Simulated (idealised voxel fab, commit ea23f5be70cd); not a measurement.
voxel ribs on slabs: a process module
Section cut is 190 nm wide and gridded with 5 nm square cells.
This document writes a cross-section as a grid whose cells are square, and gives it as bands, listed from the top down; one or more rows of cells form a band.
Within each band entry, the heights of the top and of the bottom of the band appear first, in that order and in nm; the materials of the band then follow from left to right, each with its corresponding width in nm. The designation "everywhere" on a single material indicates that it fills the band from edge to edge; the designation "air" indicates empty space.
Heights are reckoned from 0. Under this level, the received wafer is all of one material. The bottommost band is open-ended downward, for example "0 down".
A width such as "30..40" changes by the same amount from each row of cells to the next, from the band's top row to its bottom row.
A step reported as "no modification" is a step in which no cell of the cross-section changed.
Look at "Enclosed void inventory" for the closed voids: empty spaces with no open path to the top, sized 8 cells or up. Each is width x height at distance, distance from the left edge, all nm.
Step line, after settings: the simulator's comment on this step.
You can add "overlay nm" to a step's line. For a step with a mask, it describes how far the mask lay to the right of its planned position, and a negative number describes a lay to the left.

So here's the lineup of process steps we planned
1 RECEIVE,material Si
2 DIRECTIONAL_DEP,material SiO2,thk nm 25
3 DIRECTIONAL_DEP,material polySi,thk nm 25
4 DIRECTIONAL_DEP,material aC,thk nm 15
5 PATTERN,tone cover,mask id RIB,material resist,width nm 30,thk nm 35,overlay nm 0
6 DIRECTIONAL_ETCH,etch materials aC,depth nm 15
7 STRIP,etch materials resist
8 DIRECTIONAL_ETCH,etch materials polySi,depth nm 10
9 STRIP,etch materials aC
10 MASKED_ETCH,tone cover,mask id SLAB,width nm 90,etch materials polySi,depth nm 15,overlay nm 0
11 FILL_DEP,material SiO2,thk nm 20
12 CMP,height nm 65
13 DIRECTIONAL_DEP,material W,thk nm 5
14 PATTERN,tone cover,mask id HEATER,material resist,width nm 40,thk nm 15,overlay nm 0
15 DIRECTIONAL_ETCH,etch materials W,depth nm 5
16 STRIP,etch materials resist
17 CONFORMAL_DEP,material SiO2,thk nm 5

Concerning the first of two wafers, which was run in accordance with the plan

Wafer cross-section on receipt, i.e. after step 1
0 down | Si everywhere
Enclosed void inventory: none

Step 2 done - wafer cross-section
25 to 0 | SiO2 everywhere
For the remainder of the cross-section, below 0, there is no change.

Step 3 done - wafer cross-section
50 to 25 | polySi everywhere
For the remainder of the cross-section, below 25, there is no change.

Step 4 done - wafer cross-section
65 to 50 | aC everywhere
For the remainder of the cross-section, below 50, there is no change.

Step 5 done - wafer cross-section
100 to 65 | 80 of air, 30 of resist, 80 of air
For the remainder of the cross-section, below 65, there is no change.

Step 6 done - wafer cross-section
85 to 65 | 80 of air, 30 of resist, 80 of air
65 to 50 | 80 of air, 30 of aC, 80 of air
For the remainder of the cross-section, below 50, there is no change.

Step 7 done - wafer cross-section
65 to 50 | 80 of air, 30 of aC, 80 of air
For the remainder of the cross-section, below 50, there is no change.

Step 8 done - wafer cross-section
65 to 50 | 80 of air, 30 of aC, 80 of air
50 to 40 | 80 of air, 30 of polySi, 80 of air
For the remainder of the cross-section, below 40, there is no change.

Step 9 done - wafer cross-section
50 to 40 | 80 of air, 30 of polySi, 80 of air
For the remainder of the cross-section, below 40, there is no change.

Step 10 done - wafer cross-section
50 to 40 | 80 of air, 30 of polySi, 80 of air
40 to 25 | 50 of air, 90 of polySi, 50 of air
For the remainder of the cross-section, below 25, there is no change.

Step 11 done - wafer cross-section
70 to 50 | SiO2 everywhere
50 to 40 | 80 of SiO2, 30 of polySi, 80 of SiO2
40 to 25 | 50 of SiO2, 90 of polySi, 50 of SiO2
For the remainder of the cross-section, below 25, there is no change.

Step 12 done - wafer cross-section
65 to 50 | SiO2 everywhere
For the remainder of the cross-section, below 50, there is no change.

Step 13 done - wafer cross-section
70 to 65 | W everywhere
For the remainder of the cross-section, below 65, there is no change.

Step 14 done - wafer cross-section
85 to 70 | 75 of air, 40 of resist, 75 of air
For the remainder of the cross-section, below 70, there is no change.

Step 15 done - wafer cross-section
85 to 70 | 75 of air, 40 of resist, 75 of air
70 to 65 | 75 of air, 40 of W, 75 of air
For the remainder of the cross-section, below 65, there is no change.

Step 16 done - wafer cross-section
70 to 65 | 75 of air, 40 of W, 75 of air
For the remainder of the cross-section, below 65, there is no change.

Step 17 done - wafer cross-section
75 to 70 | 70 of air, 50 of SiO2, 70 of air
70 to 65 | 75 of SiO2, 40 of W, 75 of SiO2
For the remainder of the cross-section, below 65, there is no change.

For the second wafer, take the first wafer's start and plan, then add one mistake made in running it; everything through step 9, that step included, is shared with the first

X-section, second wafer, when step 10 was due to finish
50 to 40 | 80 of air, 30 of polySi, 80 of air
40 to 25 | 45 of air, 90 of polySi, 55 of air
For the remainder of the cross-section, below 25, there is no change.

X-section, second wafer, when step 11 was due to finish
70 to 50 | SiO2 everywhere
50 to 40 | 80 of SiO2, 30 of polySi, 80 of SiO2
40 to 25 | 45 of SiO2, 90 of polySi, 55 of SiO2
For the remainder of the cross-section, below 25, there is no change.

X-section, second wafer, when step 12 was due to finish
65 to 50 | SiO2 everywhere
For the remainder of the cross-section, below 50, there is no change.

X-section, second wafer, when step 13 was due to finish
70 to 65 | W everywhere
For the remainder of the cross-section, below 65, there is no change.

X-section, second wafer, when step 14 was due to finish
85 to 70 | 75 of air, 40 of resist, 75 of air
For the remainder of the cross-section, below 70, there is no change.

X-section, second wafer, when step 15 was due to finish
85 to 70 | 75 of air, 40 of resist, 75 of air
70 to 65 | 75 of air, 40 of W, 75 of air
For the remainder of the cross-section, below 65, there is no change.

X-section, second wafer, when step 16 was due to finish
70 to 65 | 75 of air, 40 of W, 75 of air
For the remainder of the cross-section, below 65, there is no change.

X-section, second wafer, when step 17 was due to finish
75 to 70 | 70 of air, 50 of SiO2, 70 of air
70 to 65 | 75 of SiO2, 40 of W, 75 of SiO2
For the remainder of the cross-section, below 65, there is no change.
Diagnosis: step 10 deviated from plan and actually ran as MASKED_ETCH,tone cover,mask id SLAB,width nm 90,etch materials polySi,depth nm 15,overlay nm -5
In the final comparison it is observed that the number of cells assigned to each material is identical for the two wafers, whereas their placement is not.
